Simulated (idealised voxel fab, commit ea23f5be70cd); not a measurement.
process module | voxel double patterning
cross-section cut | 170 nm wide | cells 5 nm
A cross-section is a grid of square cells, given in bands from the top down. A band is one or more rows of cells.
Each band's line starts with the height of the band's top and of its bottom, in nm. Then come its materials from left to right, each with its width in nm. One material with "throughout" fills the band from edge to edge. "air" is empty space.
Height 0 is the level under which the wafer as received is all one material. The lowest band goes on downwards, as in "0 down".
A width such as "30 to 40" changes by the same amount from each row of cells to the next, from the band's top row to its bottom row.
"no change" after a step means that no cell of the cross-section changed.
closed voids: empty space of 8 cells or more with no open way to the top, each as width x height at its distance from the left edge, in nm
after a step's settings: what the simulator itself notes on the step
overlay nm, on a step with a mask: how far to the right of its planned place the mask lay; to the left if negative
Each pair below shows a cross-section before one step and the cross-section after it, down to the lowest band that changed. The line under each pair gives the step between them, with its settings. The pairs can come from different runs of this module on the same starting wafer, so a pair continues from the pair above only where its "before" says so.
before
  0 down: Si throughout
  closed voids: none
after
  10 to 0: SiN throughout
  below 0: unchanged
  closed voids: none
the step between: op CONFORMAL_DEP | material SiN | thk nm 10
before: the cross-section after the pair above
after
  25 to 10: SiO2 throughout
  below 10: unchanged
  closed voids: none
the step between: op DIRECTIONAL_DEP | material SiO2 | thk nm 15
before: the cross-section after the pair above
after
  30 to 25: SiCN throughout
  below 25: unchanged
  closed voids: none
the step between: op DIRECTIONAL_DEP | material SiCN | thk nm 5
before: the cross-section after the pair above
after
  45 to 30: resist 50 | air 15 | resist 35 | air 15 | resist 55
  below 30: unchanged
  closed voids: none
the step between: op PATTERN | tone open | mask id FIRST | material resist | width nm 15 | pitch nm 50 | thk nm 15 | overlay nm 0
before: the cross-section after the pair above
after
  45 to 30: resist 50 | air 15 | resist 35 | air 15 | resist 55
  30 to 25: SiCN 50 | air 15 | SiCN 35 | air 15 | SiCN 55
  below 25: unchanged
  closed voids: none
the step between: op DIRECTIONAL_ETCH | etch materials SiCN | depth nm 5
before: the cross-section after the pair above
after
  30 to 25: SiCN 50 | air 15 | SiCN 35 | air 15 | SiCN 55
  below 25: unchanged
  closed voids: none
the step between: op STRIP | etch materials resist
before: the cross-section after the pair above
after
  40 to 35: aC 50 | air 15 | aC 35 | air 15 | aC 55
  35 to 30: aC throughout
  30 to 25: SiCN 50 | aC 15 | SiCN 35 | aC 15 | SiCN 55
  below 25: unchanged
  closed voids: none
the step between: op DIRECTIONAL_DEP | material aC | thk nm 10
before: the cross-section after the pair above
after
  70 to 40: resist 75 | air 15 | resist 80
  40 to 35: aC 50 | resist 15 | aC 35 | resist 15 | aC 55
  below 35: unchanged
  closed voids: none
the step between: op PATTERN | tone open | mask id SECOND | material resist | width nm 15 | thk nm 30 | overlay nm 0
before: the cross-section after the pair above
after
  60 to 40: resist 75 | air 15 | resist 80
  40 to 35: aC 50 | resist 15 | aC 10 | air 15 | aC 10 | resist 15 | aC 55
  35 to 30: aC 75 | air 15 | aC 80
  below 30: unchanged
  closed voids: none
the step between: op DIRECTIONAL_ETCH | etch materials aC | depth nm 10
before: the cross-section after the pair above
after
  40 to 35: aC 50 | air 15 | aC 10 | air 15 | aC 10 | air 15 | aC 55
  below 35: unchanged
  closed voids: none
the step between: op STRIP | etch materials resist
before: the cross-section after the pair above
after
  40 to 35: aC 50 | air 15 | aC 10 | air 15 | aC 10 | air 15 | aC 55
  35 to 30: aC 75 | air 15 | aC 80
  30 to 25: SiCN 50 | aC 15 | SiCN 10 | air 15 | SiCN 10 | aC 15 | SiCN 55
  below 25: unchanged
  closed voids: none
the step between: op DIRECTIONAL_ETCH | etch materials SiCN | depth nm 5
before: the cross-section after the pair above
after
  30 to 25: SiCN 50 | air 15 | SiCN 10 | air 15 | SiCN 10 | air 15 | SiCN 55
  below 25: unchanged
  closed voids: none
the step between: op STRIP | etch materials aC
before: the cross-section after the pair above
after
  30 to 25: SiCN 50 | air 15 | SiCN 10 | air 15 | SiCN 10 | air 15 | SiCN 55
  25 to 10: SiO2 50 | air 15 | SiO2 10 | air 15 | SiO2 10 | air 15 | SiO2 55
  below 10: unchanged
  closed voids: none
the step between: op DIRECTIONAL_ETCH | etch materials SiO2 | depth nm 15
before: the cross-section after the pair above
after
  25 to 10: SiO2 50 | air 15 | SiO2 10 | air 15 | SiO2 10 | air 15 | SiO2 55
  below 10: unchanged
  closed voids: none
the step between: op STRIP | etch materials SiCN
before
  0 down: Si throughout
  closed voids: none
after
  15 to 0: SiO2 throughout
  below 0: unchanged
  closed voids: none
the step between: op DIRECTIONAL_DEP | material SiO2 | thk nm 15
before: the cross-section after the pair above
after
  20 to 15: SiCN throughout
  below 15: unchanged
  closed voids: none
the step between: op DIRECTIONAL_DEP | material SiCN | thk nm 5
before: the cross-section after the pair above
after
  35 to 20: resist 50 | air 15 | resist 35 | air 15 | resist 55
  below 20: unchanged
  closed voids: none
the step between: op PATTERN | tone open | mask id FIRST | material resist | width nm 15 | pitch nm 50 | thk nm 15 | overlay nm 0
before: the cross-section after the pair above
after
  35 to 20: resist 50 | air 15 | resist 35 | air 15 | resist 55
  20 to 15: SiCN 50 | air 15 | SiCN 35 | air 15 | SiCN 55
  below 15: unchanged
  closed voids: none
the step between: op DIRECTIONAL_ETCH | etch materials SiCN | depth nm 5
before: the cross-section after the pair above
after
  20 to 15: SiCN 50 | air 15 | SiCN 35 | air 15 | SiCN 55
  below 15: unchanged
  closed voids: none
the step between: op STRIP | etch materials resist
before: the cross-section after the pair above
after
  30 to 25: aC 50 | air 15 | aC 35 | air 15 | aC 55
  25 to 20: aC throughout
  20 to 15: SiCN 50 | aC 15 | SiCN 35 | aC 15 | SiCN 55
  below 15: unchanged
  closed voids: none
the step between: op DIRECTIONAL_DEP | material aC | thk nm 10
before: the cross-section after the pair above
after
  60 to 30: resist 75 | air 15 | resist 80
  30 to 25: aC 50 | resist 15 | aC 35 | resist 15 | aC 55
  below 25: unchanged
  closed voids: none
the step between: op PATTERN | tone open | mask id SECOND | material resist | width nm 15 | thk nm 30 | overlay nm 0
before: the cross-section after the pair above
after
  50 to 30: resist 75 | air 15 | resist 80
  30 to 25: aC 50 | resist 15 | aC 10 | air 15 | aC 10 | resist 15 | aC 55
  25 to 20: aC 75 | air 15 | aC 80
  below 20: unchanged
  closed voids: none
the step between: op DIRECTIONAL_ETCH | etch materials aC | depth nm 10
before: the cross-section after the pair above
after
  30 to 25: aC 50 | air 15 | aC 10 | air 15 | aC 10 | air 15 | aC 55
  below 25: unchanged
  closed voids: none
the step between: op STRIP | etch materials resist
before: the cross-section after the pair above
after
  30 to 25: aC 50 | air 15 | aC 10 | air 15 | aC 10 | air 15 | aC 55
  25 to 20: aC 75 | air 15 | aC 80
  20 to 15: SiCN 50 | aC 15 | SiCN 10 | air 15 | SiCN 10 | aC 15 | SiCN 55
  below 15: unchanged
  closed voids: none
the step between: op DIRECTIONAL_ETCH | etch materials SiCN | depth nm 5
before: the cross-section after the pair above
after
  20 to 15: SiCN 50 | air 15 | SiCN 10 | air 15 | SiCN 10 | air 15 | SiCN 55
  below 15: unchanged
  closed voids: none
the step between: op STRIP | etch materials aC
before: the cross-section after the pair above
after
  20 to 15: SiCN 50 | air 15 | SiCN 10 | air 15 | SiCN 10 | air 15 | SiCN 55
  15 to 0: SiO2 50 | air 15 | SiO2 10 | air 15 | SiO2 10 | air 15 | SiO2 55
  below 0: unchanged
  closed voids: none
the step between: op DIRECTIONAL_ETCH | etch materials SiO2 | depth nm 15
before: the cross-section after the pair above
after
  15 to 0: SiO2 50 | air 15 | SiO2 10 | air 15 | SiO2 10 | air 15 | SiO2 55
  below 0: unchanged
  closed voids: none
the step between: op STRIP | etch materials SiCN
before
  25 to 10: SiO2 throughout
  10 to 0: SiN throughout
  0 down: Si throughout
  closed voids: none
after
  40 to 10: SiO2 throughout
  below 10: unchanged
  closed voids: none
the step between: op DIRECTIONAL_DEP | material SiO2 | thk nm 15
before: the cross-section after the pair above
after
  45 to 40: SiCN throughout
  below 40: unchanged
  closed voids: none
the step between: op DIRECTIONAL_DEP | material SiCN | thk nm 5
before: the cross-section after the pair above
after
  60 to 45: resist 50 | air 15 | resist 35 | air 15 | resist 55
  below 45: unchanged
  closed voids: none
the step between: op PATTERN | tone open | mask id FIRST | material resist | width nm 15 | pitch nm 50 | thk nm 15 | overlay nm 0
before: the cross-section after the pair above
after
  60 to 45: resist 50 | air 15 | resist 35 | air 15 | resist 55
  45 to 40: SiCN 50 | air 15 | SiCN 35 | air 15 | SiCN 55
  below 40: unchanged
  closed voids: none
the step between: op DIRECTIONAL_ETCH | etch materials SiCN | depth nm 5
before: the cross-section after the pair above
after
  45 to 40: SiCN 50 | air 15 | SiCN 35 | air 15 | SiCN 55
  below 40: unchanged
  closed voids: none
the step between: op STRIP | etch materials resist
before: the cross-section after the pair above
after
  55 to 50: aC 50 | air 15 | aC 35 | air 15 | aC 55
  50 to 45: aC throughout
  45 to 40: SiCN 50 | aC 15 | SiCN 35 | aC 15 | SiCN 55
  below 40: unchanged
  closed voids: none
the step between: op DIRECTIONAL_DEP | material aC | thk nm 10
before: the cross-section after the pair above
after
  85 to 55: resist 75 | air 15 | resist 80
  55 to 50: aC 50 | resist 15 | aC 35 | resist 15 | aC 55
  below 50: unchanged
  closed voids: none
the step between: op PATTERN | tone open | mask id SECOND | material resist | width nm 15 | thk nm 30 | overlay nm 0
before: the cross-section after the pair above
after
  75 to 55: resist 75 | air 15 | resist 80
  55 to 50: aC 50 | resist 15 | aC 10 | air 15 | aC 10 | resist 15 | aC 55
  50 to 45: aC 75 | air 15 | aC 80
  below 45: unchanged
  closed voids: none
the step between: op DIRECTIONAL_ETCH | etch materials aC | depth nm 10
before: the cross-section after the pair above
after
  55 to 50: aC 50 | air 15 | aC 10 | air 15 | aC 10 | air 15 | aC 55
  below 50: unchanged
  closed voids: none
the step between: op STRIP | etch materials resist
before: the cross-section after the pair above
after
  55 to 50: aC 50 | air 15 | aC 10 | air 15 | aC 10 | air 15 | aC 55
  50 to 45: aC 75 | air 15 | aC 80
  45 to 40: SiCN 50 | aC 15 | SiCN 10 | air 15 | SiCN 10 | aC 15 | SiCN 55
  below 40: unchanged
  closed voids: none
the step between: op DIRECTIONAL_ETCH | etch materials SiCN | depth nm 5
before: the cross-section after the pair above
after
  45 to 40: SiCN 50 | air 15 | SiCN 10 | air 15 | SiCN 10 | air 15 | SiCN 55
  below 40: unchanged
  closed voids: none
the step between: op STRIP | etch materials aC
before: the cross-section after the pair above
after
  45 to 40: SiCN 50 | air 15 | SiCN 10 | air 15 | SiCN 10 | air 15 | SiCN 55
  40 to 25: SiO2 50 | air 15 | SiO2 10 | air 15 | SiO2 10 | air 15 | SiO2 55
  below 25: unchanged
  closed voids: none
the step between: op DIRECTIONAL_ETCH | etch materials SiO2 | depth nm 15
before: the cross-section after the pair above
after
  40 to 25: SiO2 50 | air 15 | SiO2 10 | air 15 | SiO2 10 | air 15 | SiO2 55
  below 25: unchanged
  closed voids: none
the step between: op STRIP | etch materials SiCN
before
  15 to 0: SiO2 throughout
  0 down: Si throughout
  closed voids: none
after
  25 to 15: SiN throughout
  below 15: unchanged
  closed voids: none
the step between: op CONFORMAL_DEP | material SiN | thk nm 10
before: the cross-section after the pair above
after
  30 to 25: SiCN throughout
  below 25: unchanged
  closed voids: none
the step between: op DIRECTIONAL_DEP | material SiCN | thk nm 5
before: the cross-section after the pair above
after
  45 to 30: resist 50 | air 15 | resist 35 | air 15 | resist 55
  below 30: unchanged
  closed voids: none
the step between: op PATTERN | tone open | mask id FIRST | material resist | width nm 15 | pitch nm 50 | thk nm 15 | overlay nm 0
before: the cross-section after the pair above
after
  45 to 30: resist 50 | air 15 | resist 35 | air 15 | resist 55
  30 to 25: SiCN 50 | air 15 | SiCN 35 | air 15 | SiCN 55
  below 25: unchanged
  closed voids: none
the step between: op DIRECTIONAL_ETCH | etch materials SiCN | depth nm 5
before: the cross-section after the pair above
after
  30 to 25: SiCN 50 | air 15 | SiCN 35 | air 15 | SiCN 55
  below 25: unchanged
  closed voids: none
the step between: op STRIP | etch materials resist
before: the cross-section after the pair above
after
  40 to 35: aC 50 | air 15 | aC 35 | air 15 | aC 55
  35 to 30: aC throughout
  30 to 25: SiCN 50 | aC 15 | SiCN 35 | aC 15 | SiCN 55
  below 25: unchanged
  closed voids: none
the step between: op DIRECTIONAL_DEP | material aC | thk nm 10
before: the cross-section after the pair above
after
  70 to 40: resist 75 | air 15 | resist 80
  40 to 35: aC 50 | resist 15 | aC 35 | resist 15 | aC 55
  below 35: unchanged
  closed voids: none
the step between: op PATTERN | tone open | mask id SECOND | material resist | width nm 15 | thk nm 30 | overlay nm 0
before: the cross-section after the pair above
after
  60 to 40: resist 75 | air 15 | resist 80
  40 to 35: aC 50 | resist 15 | aC 10 | air 15 | aC 10 | resist 15 | aC 55
  35 to 30: aC 75 | air 15 | aC 80
  below 30: unchanged
  closed voids: none
the step between: op DIRECTIONAL_ETCH | etch materials aC | depth nm 10
before: the cross-section after the pair above
after
  40 to 35: aC 50 | air 15 | aC 10 | air 15 | aC 10 | air 15 | aC 55
  below 35: unchanged
  closed voids: none
the step between: op STRIP | etch materials resist
before: the cross-section after the pair above
after
  40 to 35: aC 50 | air 15 | aC 10 | air 15 | aC 10 | air 15 | aC 55
  35 to 30: aC 75 | air 15 | aC 80
  30 to 25: SiCN 50 | aC 15 | SiCN 10 | air 15 | SiCN 10 | aC 15 | SiCN 55
  below 25: unchanged
  closed voids: none
the step between: op DIRECTIONAL_ETCH | etch materials SiCN | depth nm 5
before: the cross-section after the pair above
after
  30 to 25: SiCN 50 | air 15 | SiCN 10 | air 15 | SiCN 10 | air 15 | SiCN 55
  below 25: unchanged
  closed voids: none
the step between: op STRIP | etch materials aC
before: the cross-section after the pair above
after
  25 to 15: SiN throughout
  below 15: unchanged
  closed voids: none
the step between: op STRIP | etch materials SiCN
before
  10 to 0: SiN throughout
  0 down: Si throughout
  closed voids: none
after
  35 to 10: SiO2 throughout
  below 10: unchanged
  closed voids: none
the step between: op DIRECTIONAL_DEP | material SiO2 | thk nm 25
before: the cross-section after the pair above
after
  40 to 35: SiCN throughout
  below 35: unchanged
  closed voids: none
the step between: op DIRECTIONAL_DEP | material SiCN | thk nm 5
before: the cross-section after the pair above
after
  55 to 40: resist 50 | air 15 | resist 35 | air 15 | resist 55
  below 40: unchanged
  closed voids: none
the step between: op PATTERN | tone open | mask id FIRST | material resist | width nm 15 | pitch nm 50 | thk nm 15 | overlay nm 0
before: the cross-section after the pair above
after
  55 to 40: resist 50 | air 15 | resist 35 | air 15 | resist 55
  40 to 35: SiCN 50 | air 15 | SiCN 35 | air 15 | SiCN 55
  below 35: unchanged
  closed voids: none
the step between: op DIRECTIONAL_ETCH | etch materials SiCN | depth nm 5
before: the cross-section after the pair above
after
  40 to 35: SiCN 50 | air 15 | SiCN 35 | air 15 | SiCN 55
  below 35: unchanged
  closed voids: none
the step between: op STRIP | etch materials resist
before: the cross-section after the pair above
after
  50 to 45: aC 50 | air 15 | aC 35 | air 15 | aC 55
  45 to 40: aC throughout
  40 to 35: SiCN 50 | aC 15 | SiCN 35 | aC 15 | SiCN 55
  below 35: unchanged
  closed voids: none
the step between: op DIRECTIONAL_DEP | material aC | thk nm 10
before: the cross-section after the pair above
after
  80 to 50: resist 75 | air 15 | resist 80
  50 to 45: aC 50 | resist 15 | aC 35 | resist 15 | aC 55
  below 45: unchanged
  closed voids: none
the step between: op PATTERN | tone open | mask id SECOND | material resist | width nm 15 | thk nm 30 | overlay nm 0
before: the cross-section after the pair above
after
  70 to 50: resist 75 | air 15 | resist 80
  50 to 45: aC 50 | resist 15 | aC 10 | air 15 | aC 10 | resist 15 | aC 55
  45 to 40: aC 75 | air 15 | aC 80
  below 40: unchanged
  closed voids: none
the step between: op DIRECTIONAL_ETCH | etch materials aC | depth nm 10
before: the cross-section after the pair above
after
  50 to 45: aC 50 | air 15 | aC 10 | air 15 | aC 10 | air 15 | aC 55
  below 45: unchanged
  closed voids: none
the step between: op STRIP | etch materials resist
before: the cross-section after the pair above
after
  50 to 45: aC 50 | air 15 | aC 10 | air 15 | aC 10 | air 15 | aC 55
  45 to 40: aC 75 | air 15 | aC 80
  40 to 35: SiCN 50 | aC 15 | SiCN 10 | air 15 | SiCN 10 | aC 15 | SiCN 55
  below 35: unchanged
  closed voids: none
the step between: op DIRECTIONAL_ETCH | etch materials SiCN | depth nm 5
before: the cross-section after the pair above
after
  40 to 35: SiCN 50 | air 15 | SiCN 10 | air 15 | SiCN 10 | air 15 | SiCN 55
  below 35: unchanged
  closed voids: none
the step between: op STRIP | etch materials aC
before: the cross-section after the pair above
after
  40 to 35: SiCN 50 | air 15 | SiCN 10 | air 15 | SiCN 10 | air 15 | SiCN 55
  35 to 20: SiO2 50 | air 15 | SiO2 10 | air 15 | SiO2 10 | air 15 | SiO2 55
  below 20: unchanged
  closed voids: none
the step between: op DIRECTIONAL_ETCH | etch materials SiO2 | depth nm 15
before: the cross-section after the pair above
after
  35 to 20: SiO2 50 | air 15 | SiO2 10 | air 15 | SiO2 10 | air 15 | SiO2 55
  below 20: unchanged
  closed voids: none
the step between: op STRIP | etch materials SiCN
before
  40 to 35: aC 50 | air 15 | aC 35 | air 15 | aC 55
  35 to 30: aC throughout
  30 to 25: SiCN 50 | aC 15 | SiCN 35 | aC 15 | SiCN 55
  25 to 10: SiO2 throughout
  10 to 0: SiN throughout
  0 down: Si throughout
  closed voids: none
after
  70 to 40: resist 75 | air 20 | resist 75
  40 to 35: aC 50 | resist 15 | aC 35 | resist 15 | aC 55
  below 35: unchanged
  closed voids: none
the step between: op PATTERN | tone open | mask id SECOND | material resist | width nm 20 | thk nm 30 | overlay nm 0
before: the cross-section after the pair above
after
  60 to 40: resist 75 | air 20 | resist 75
  40 to 35: aC 50 | resist 15 | aC 10 | air 20 | aC 5 | resist 15 | aC 55
  35 to 30: aC 75 | air 20 | aC 75
  below 30: unchanged
  closed voids: none
the step between: op DIRECTIONAL_ETCH | etch materials aC | depth nm 10
before: the cross-section after the pair above
after
  40 to 35: aC 50 | air 15 | aC 10 | air 20 | aC 5 | air 15 | aC 55
  below 35: unchanged
  closed voids: none
the step between: op STRIP | etch materials resist
before: the cross-section after the pair above
after
  40 to 35: aC 50 | air 15 | aC 10 | air 20 | aC 5 | air 15 | aC 55
  35 to 30: aC 75 | air 20 | aC 75
  30 to 25: SiCN 50 | aC 15 | SiCN 10 | air 20 | SiCN 5 | aC 15 | SiCN 55
  below 25: unchanged
  closed voids: none
the step between: op DIRECTIONAL_ETCH | etch materials SiCN | depth nm 5
before: the cross-section after the pair above
after
  30 to 25: SiCN 50 | air 15 | SiCN 10 | air 20 | SiCN 5 | air 15 | SiCN 55
  below 25: unchanged
  closed voids: none
the step between: op STRIP | etch materials aC
before: the cross-section after the pair above
after
  30 to 25: SiCN 50 | air 15 | SiCN 10 | air 20 | SiCN 5 | air 15 | SiCN 55
  25 to 10: SiO2 50 | air 15 | SiO2 10 | air 20 | SiO2 5 | air 15 | SiO2 55
  below 10: unchanged
  closed voids: none
the step between: op DIRECTIONAL_ETCH | etch materials SiO2 | depth nm 15
before: the cross-section after the pair above
after
  25 to 10: SiO2 50 | air 15 | SiO2 10 | air 20 | SiO2 5 | air 15 | SiO2 55
  below 10: unchanged
  closed voids: none
the step between: op STRIP | etch materials SiCN
before
  30 to 25: SiCN throughout
  25 to 10: SiO2 throughout
  10 to 0: SiN throughout
  0 down: Si throughout
  closed voids: none
after
  45 to 30: resist 60 | air 15 | resist 35 | air 15 | resist 45
  below 30: unchanged
  closed voids: none
the step between: op PATTERN | tone open | mask id FIRST | material resist | width nm 15 | pitch nm 50 | thk nm 15 | overlay nm 10
before: the cross-section after the pair above
after
  45 to 30: resist 60 | air 15 | resist 35 | air 15 | resist 45
  30 to 25: SiCN 60 | air 15 | SiCN 35 | air 15 | SiCN 45
  below 25: unchanged
  closed voids: none
the step between: op DIRECTIONAL_ETCH | etch materials SiCN | depth nm 5
before: the cross-section after the pair above
after
  30 to 25: SiCN 60 | air 15 | SiCN 35 | air 15 | SiCN 45
  below 25: unchanged
  closed voids: none
the step between: op STRIP | etch materials resist
before: the cross-section after the pair above
after
  40 to 35: aC 60 | air 15 | aC 35 | air 15 | aC 45
  35 to 30: aC throughout
  30 to 25: SiCN 60 | aC 15 | SiCN 35 | aC 15 | SiCN 45
  below 25: unchanged
  closed voids: none
the step between: op DIRECTIONAL_DEP | material aC | thk nm 10
before: the cross-section after the pair above
after
  70 to 40: resist 75 | air 15 | resist 80
  40 to 35: aC 60 | resist 15 | aC 35 | resist 15 | aC 45
  below 35: unchanged
  closed voids: none
the step between: op PATTERN | tone open | mask id SECOND | material resist | width nm 15 | thk nm 30 | overlay nm 0
before: the cross-section after the pair above
after
  60 to 40: resist 75 | air 15 | resist 80
  40 to 35: aC 60 | resist 15 | air 15 | aC 20 | resist 15 | aC 45
  35 to 30: aC 75 | air 15 | aC 80
  below 30: unchanged
  closed voids: none
the step between: op DIRECTIONAL_ETCH | etch materials aC | depth nm 10
before: the cross-section after the pair above
after
  40 to 35: aC 60 | air 30 | aC 20 | air 15 | aC 45
  below 35: unchanged
  closed voids: none
the step between: op STRIP | etch materials resist
before: the cross-section after the pair above
after
  40 to 35: aC 60 | air 30 | aC 20 | air 15 | aC 45
  35 to 30: aC 75 | air 15 | aC 80
  30 to 25: SiCN 60 | aC 15 | air 15 | SiCN 20 | aC 15 | SiCN 45
  below 25: unchanged
  closed voids: none
the step between: op DIRECTIONAL_ETCH | etch materials SiCN | depth nm 5
before: the cross-section after the pair above
after
  30 to 25: SiCN 60 | air 30 | SiCN 20 | air 15 | SiCN 45
  below 25: unchanged
  closed voids: none
the step between: op STRIP | etch materials aC
before: the cross-section after the pair above
after
  30 to 25: SiCN 60 | air 30 | SiCN 20 | air 15 | SiCN 45
  25 to 10: SiO2 60 | air 30 | SiO2 20 | air 15 | SiO2 45
  below 10: unchanged
  closed voids: none
the step between: op DIRECTIONAL_ETCH | etch materials SiO2 | depth nm 15
before: the cross-section after the pair above
after
  25 to 10: SiO2 60 | air 30 | SiO2 20 | air 15 | SiO2 45
  below 10: unchanged
  closed voids: none
the step between: op STRIP | etch materials SiCN
before
  25 to 10: SiO2 throughout
  10 to 0: SiN throughout
  0 down: Si throughout
  closed voids: none
after
  30 to 25: SiN throughout
  below 25: unchanged
  closed voids: none
the step between: op DIRECTIONAL_DEP | material SiN | thk nm 5
before: the cross-section after the pair above
after
  45 to 30: resist 50 | air 15 | resist 35 | air 15 | resist 55
  below 30: unchanged
  closed voids: none
the step between: op PATTERN | tone open | mask id FIRST | material resist | width nm 15 | pitch nm 50 | thk nm 15 | overlay nm 0
before: the cross-section after the pair above
after
  30 to 25: SiN throughout
  below 25: unchanged
  closed voids: none
the step between: op STRIP | etch materials resist
before: the cross-section after the pair above
after
  40 to 30: aC throughout
  below 30: unchanged
  closed voids: none
the step between: op DIRECTIONAL_DEP | material aC | thk nm 10
before: the cross-section after the pair above
after
  70 to 40: resist 75 | air 15 | resist 80
  below 40: unchanged
  closed voids: none
the step between: op PATTERN | tone open | mask id SECOND | material resist | width nm 15 | thk nm 30 | overlay nm 0
before: the cross-section after the pair above
after
  60 to 40: resist 75 | air 15 | resist 80
  40 to 30: aC 75 | air 15 | aC 80
  below 30: unchanged
  closed voids: none
the step between: op DIRECTIONAL_ETCH | etch materials aC | depth nm 10
before: the cross-section after the pair above
after
  40 to 30: aC 75 | air 15 | aC 80
  below 30: unchanged
  closed voids: none
the step between: op STRIP | etch materials resist
before: the cross-section after the pair above
after
  30 to 25: SiN throughout
  below 25: unchanged
  closed voids: none
the step between: op STRIP | etch materials aC
before
  30 to 25: SiCN throughout
  25 to 10: SiO2 throughout
  10 to 0: SiN throughout
  0 down: Si throughout
  closed voids: none
after
  45 to 30: air 50 | resist 15 | air 35 | resist 15 | air 55
  below 30: unchanged
  closed voids: none
the step between: op PATTERN | tone cover | mask id FIRST | material resist | width nm 15 | pitch nm 50 | thk nm 15 | overlay nm 0
before: the cross-section after the pair above
after
  45 to 30: air 50 | resist 15 | air 35 | resist 15 | air 55
  30 to 25: air 50 | SiCN 15 | air 35 | SiCN 15 | air 55
  below 25: unchanged
  closed voids: none
the step between: op DIRECTIONAL_ETCH | etch materials SiCN | depth nm 5
before: the cross-section after the pair above
after
  30 to 25: air 50 | SiCN 15 | air 35 | SiCN 15 | air 55
  below 25: unchanged
  closed voids: none
the step between: op STRIP | etch materials resist
before: the cross-section after the pair above
after
  40 to 35: air 50 | aC 15 | air 35 | aC 15 | air 55
  35 to 30: aC throughout
  30 to 25: aC 50 | SiCN 15 | aC 35 | SiCN 15 | aC 55
  below 25: unchanged
  closed voids: none
the step between: op DIRECTIONAL_DEP | material aC | thk nm 10
before: the cross-section after the pair above
after
  70 to 40: resist 75 | air 15 | resist 80
  40 to 35: resist 50 | aC 15 | resist 10 | air 15 | resist 10 | aC 15 | resist 55
  below 35: unchanged
  closed voids: none
the step between: op PATTERN | tone open | mask id SECOND | material resist | width nm 15 | thk nm 30 | overlay nm 0
before: the cross-section after the pair above
after
  60 to 40: resist 75 | air 15 | resist 80
  40 to 35: resist 50 | aC 15 | resist 10 | air 15 | resist 10 | aC 15 | resist 55
  35 to 30: aC 75 | air 15 | aC 80
  30 to 25: aC 50 | SiCN 15 | aC 10 | air 15 | aC 10 | SiCN 15 | aC 55
  below 25: unchanged
  closed voids: none
the step between: op DIRECTIONAL_ETCH | etch materials aC | depth nm 10
before: the cross-section after the pair above
after
  40 to 35: air 50 | aC 15 | air 35 | aC 15 | air 55
  below 35: unchanged
  closed voids: none
the step between: op STRIP | etch materials resist
before: the cross-section after the pair above
after
  30 to 25: air 50 | SiCN 15 | air 35 | SiCN 15 | air 55
  below 25: unchanged
  closed voids: none
the step between: op STRIP | etch materials aC
before: the cross-section after the pair above
after
  30 to 25: air 50 | SiCN 15 | air 35 | SiCN 15 | air 55
  25 to 10: air 50 | SiO2 15 | air 35 | SiO2 15 | air 55
  below 10: unchanged
  closed voids: none
the step between: op DIRECTIONAL_ETCH | etch materials SiO2 | depth nm 15
before: the cross-section after the pair above
after
  25 to 10: air 50 | SiO2 15 | air 35 | SiO2 15 | air 55
  below 10: unchanged
  closed voids: none
the step between: op STRIP | etch materials SiCN
